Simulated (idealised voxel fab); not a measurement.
A process module follows: voxel capacitor over wiring.
Displayed cross-section: cut, width of 215 nm, square cells sized 5 nm.
A cross-section is written here as square cells arranged in a grid, and it is given in bands from the top down, each band taking up one or more rows of cells.
Band entry format. Leading values: height of top, height of bottom, nm. Remainder: materials in left-to-right order, each with its width in nm. Special words: "all across" on a single material, which then fills the band edge to edge; "blank", empty space.
A quick word on heights: they are counted from 0, and under that level the wafer as it came to us is one material throughout. The lowest band is different from the rest in having no bottom; it simply continues downward, written as in "z 0 and below".
A width such as "30 to 40" changes by the same amount from each row of cells to the next, from the band's top row to its bottom row.
The cross-section has no changed cell in any step marked "no change".
Empty spaces counting at least 8 cells and having no open way to the top are listed in "Sealed void listing". The notation width x height at distance is used for each, the distance being from the left edge and all three values in nm.
Past the settings on a step's line: simulator remark, on that step.
For masked steps, "overlay nm" on the step line gives how far right of plan the mask actually lay; a minus sign means it lay to the left.
**So here's the lineup of process steps we planned**
step 1: RECEIVE (material Si)
step 2: CONFORMAL_DEP (material SiO2; thk nm 10)
step 3: CONFORMAL_DEP (material SiN; thk nm 5)
step 4: DIRECTIONAL_DEP (material lowk; thk nm 15)
step 5: MASKED_ETCH (tone open; mask id METAL_1; width nm 30; pitch nm 100; etch materials lowk; depth nm 15; overlay nm 0)
step 6: MASKED_ETCH (tone open; mask id METAL_1; width nm 30; pitch nm 100; etch materials SiN; depth nm 5; overlay nm 0)
step 7: CONFORMAL_DEP (material TiN; thk nm 5)
step 8: FILL_DEP (material Cu; thk nm 10)
step 9: CMP (height nm 30)
step 10: CONFORMAL_DEP (material SiCN; thk nm 5)
step 11: DIRECTIONAL_DEP (material SiO2; thk nm 15)
step 12: DIRECTIONAL_DEP (material aC; thk nm 15)
step 13: PATTERN (tone open; mask id PLUG_1; material resist; width nm 15; thk nm 30; overlay nm 0)
step 14: DIRECTIONAL_ETCH (etch materials aC; depth nm 15)
step 15: STRIP (etch materials resist)
step 16: DIRECTIONAL_ETCH (etch materials SiO2; depth nm 15)
step 17: DIRECTIONAL_ETCH (etch materials SiCN; depth nm 5)
step 18: STRIP (etch materials aC)
step 19: CONFORMAL_DEP (material TiN; thk nm 5)
step 20: FILL_DEP (material Cu; thk nm 5)
step 21: CMP (height nm 50)
step 22: DIRECTIONAL_DEP (material TiN; thk nm 10)
step 23: DIRECTIONAL_DEP (material HfO2; thk nm 5)
step 24: DIRECTIONAL_DEP (material TiN; thk nm 5)
step 25: DIRECTIONAL_DEP (material aC; thk nm 10)
step 26: PATTERN (tone cover; mask id UPPER_PLATE; material resist; width nm 75; thk nm 30; overlay nm 0)
step 27: DIRECTIONAL_ETCH (etch materials aC; depth nm 10)
step 28: STRIP (etch materials resist)
step 29: DIRECTIONAL_ETCH (etch materials TiN; depth nm 5)
step 30: DIRECTIONAL_ETCH (etch materials HfO2; depth nm 5)
step 31: STRIP (etch materials aC)
step 32: DIRECTIONAL_DEP (material aC; thk nm 10)
step 33: PATTERN (tone cover; mask id LOWER_PLATE; material resist; width nm 85; thk nm 25; overlay nm 0)
step 34: DIRECTIONAL_ETCH (etch materials aC; depth nm 10)
step 35: STRIP (etch materials resist)
step 36: DIRECTIONAL_ETCH (etch materials TiN; depth nm 10)
step 37: STRIP (etch materials aC)
step 38: FILL_DEP (material SiO2; thk nm 15)
step 39: CMP (height nm 80)
step 40: PATTERN (tone open; mask id PLUG_2; material resist; width nm 15; thk nm 15; overlay nm 0)
step 41: DIRECTIONAL_ETCH (etch materials SiO2; depth nm 10)
step 42: STRIP (etch materials resist)
step 43: CONFORMAL_DEP (material TiN; thk nm 5)
step 44: FILL_DEP (material W; thk nm 10)
step 45: CMP (height nm 80)
step 46: CONFORMAL_DEP (material SiCN; thk nm 5)
**Cross-section of the wafer at receipt, which is the condition after step 1**
* z 0 and below | Si all across
* Sealed void listing: none
**Wafer cross-section at module end: first of two, run to plan**
* z 85 to 80 | SiCN all across
* z 80 to 75 | SiO2: 65  TiN: 5  W: 5  TiN: 5  SiO2: 135
* z 75 to 65 | SiO2: 65 to 55  TiN: 15 to 75  SiO2: 135 to 85
* z 65 to 60 | SiO2: 55  HfO2: 75  SiO2: 85
* z 60 to 50 | SiO2: 50  TiN: 85  SiO2: 80
* z 50 to 35 | SiO2: 55  TiN: 5  Cu: 5  TiN: 5  SiO2: 145
* z 35 to 30 | SiCN: 55  TiN: 15  SiCN: 145
* z 30 to 15 | lowk: 40  TiN: 5  Cu: 20  TiN: 5  lowk: 70  TiN: 5  Cu: 20  TiN: 5  lowk: 45
* z 15 to 10 | SiN: 40  TiN: 30  SiN: 70  TiN: 30  SiN: 45
* z 10 to 0 | SiO2 all across
* z 0 and below | Si all across
* Sealed void listing: none
**Second wafer through the module, sectioned at the end: same beginning and same plan as the first wafer, with one mistake in carrying it out**
* z 85 to 80 | SiCN all across
* z 80 to 75 | SiO2: 65  TiN: 5  W: 5  TiN: 5  SiO2: 135
* z 75 to 65 | SiO2: 65 to 55  TiN: 15 to 75  SiO2: 135 to 85
* z 65 to 60 | SiN all across
* z 60 to 50 | TiN all across
* z 50 to 35 | SiO2: 55  TiN: 5  Cu: 5  TiN: 5  SiO2: 145
* z 35 to 30 | SiCN: 55  TiN: 15  SiCN: 145
* z 30 to 15 | lowk: 40  TiN: 5  Cu: 20  TiN: 5  lowk: 70  TiN: 5  Cu: 20  TiN: 5  lowk: 45
* z 15 to 10 | SiN: 40  TiN: 30  SiN: 70  TiN: 30  SiN: 45
* z 10 to 0 | SiO2 all across
* z 0 and below | Si all across
* Sealed void listing: none
The plan and the run diverged here: rather than as planned, step 23 actually ran as DIRECTIONAL_DEP (material SiN; thk nm 5)
Upon completion, the second wafer contains, in terms of cells, a greater or smaller amount of certain materials than the first wafer: -15 HfO2, +43 SiN, -80 SiO2, +52 TiN
